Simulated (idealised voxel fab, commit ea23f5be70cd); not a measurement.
Name of the process module below: voxel local oxidation
Section shown: cut. Width: 225 nm. Cell size: 5 nm, square.
Each cross-section below is a grid of square cells, stated as bands in top-down order, with one or more rows of cells making up each band.
Heights first: top, then bottom, in nm. Then materials, left to right, each with a width in nm. "full width" on a single material: fills the band edge to edge. "empty": empty space.
Heights are reckoned from 0. Under this level, the received wafer is all of one material. The bottommost band is open-ended downward, for example "0 and below".
The notation "30->40" denotes a width that varies across the rows of cells in the band, beginning at the first number in the top row, finishing at the second number in the bottom row, and changing by an identical amount from each row to the next.
The cross-section has no changed cell in any step marked "identical to before".
Any empty space of 8 cells or more lacking an open way to the top shows up in "Entrapped voids" as width x height at distance, distance from the left edge, in nm.
Heads up: the bit after the settings on a step's line is the simulator's remark on that step.
On any step carrying a mask, the "overlay nm" setting, if present on the step's line, tells how far right of its planned place the mask lay; negative values point to the left.
### Planned step list for the process
| 1 | RECEIVE | material Si |
| 2 | OXIDIZE | depth nm 5 |
| 3 | CONFORMAL_DEP | material SiN | thk nm 15 |
| 4 | MASKED_ETCH | tone cover | mask id ACTIVE | width nm 95 | etch materials SiN | depth nm 15 | overlay nm 0 |
| 5 | SELECTIVE_ETCH | etch materials SiO2 | depth nm 5 |
| 6 | OXIDIZE | depth nm 15 |
| 7 | STRIP | etch materials SiN |
### First of two wafers: run as planned
### This is the cross-section of the wafer as we received it, i.e. after step 1
0 and below  Si full width
Entrapped voids: none
### Cross-section of the wafer subsequent to step 2
0 down to -5  SiO2 full width
Below -5 it's all the same as before, nothing changed down there.
### Cross-section of the wafer subsequent to step 3
15 down to 0  SiN full width
Below 0 it's all the same as before, nothing changed down there.
### Cross-section of the wafer subsequent to step 4
15 down to 0  empty 65, SiN 95, empty 65
Below 0 it's all the same as before, nothing changed down there.
### Cross-section of the wafer subsequent to step 5
15 down to 0  empty 65, SiN 95, empty 65
0 down to -5  empty 70, SiO2 85, empty 70
Below -5 it's all the same as before, nothing changed down there.
### Cross-section of the wafer subsequent to step 6
15 down to 0  empty 65, SiN 95, empty 65
0 down to -5  empty 70, SiO2 85, empty 70
-5 down to -20  SiO2 85, Si 55, SiO2 85
Below -20 it's all the same as before, nothing changed down there.
### Cross-section of the wafer subsequent to step 7
0 down to -5  empty 70, SiO2 85, empty 70
Below -5 it's all the same as before, nothing changed down there.
### What follows concerns the second wafer, which started out like the first and was meant to follow the very same plan; one mistake crept in when it was run, but everything up to and including step 5 is the same as for the first wafer
### Here is the second wafer in cross-section at the point where step 6 of the plan should have been done
15 down to 0  empty 65, SiN 95, empty 65
0 down to -5  empty 70, SiO2 85, empty 70
-5 down to -20  SiO2 85, Si 55, SiO2 85
Below -20 it's all the same as before, nothing changed down there.
### Here is the second wafer in cross-section at the point where step 7 of the plan should have been done
0 down to -5  empty 70, SiO2 85, empty 70
Below -5 it's all the same as before, nothing changed down there.
Finding, execution versus plan: step 6 of the plan was twice carried out
Honestly, by the end the two wafers have the same cross-section, so the mistake just doesn't show up in what this model computes.
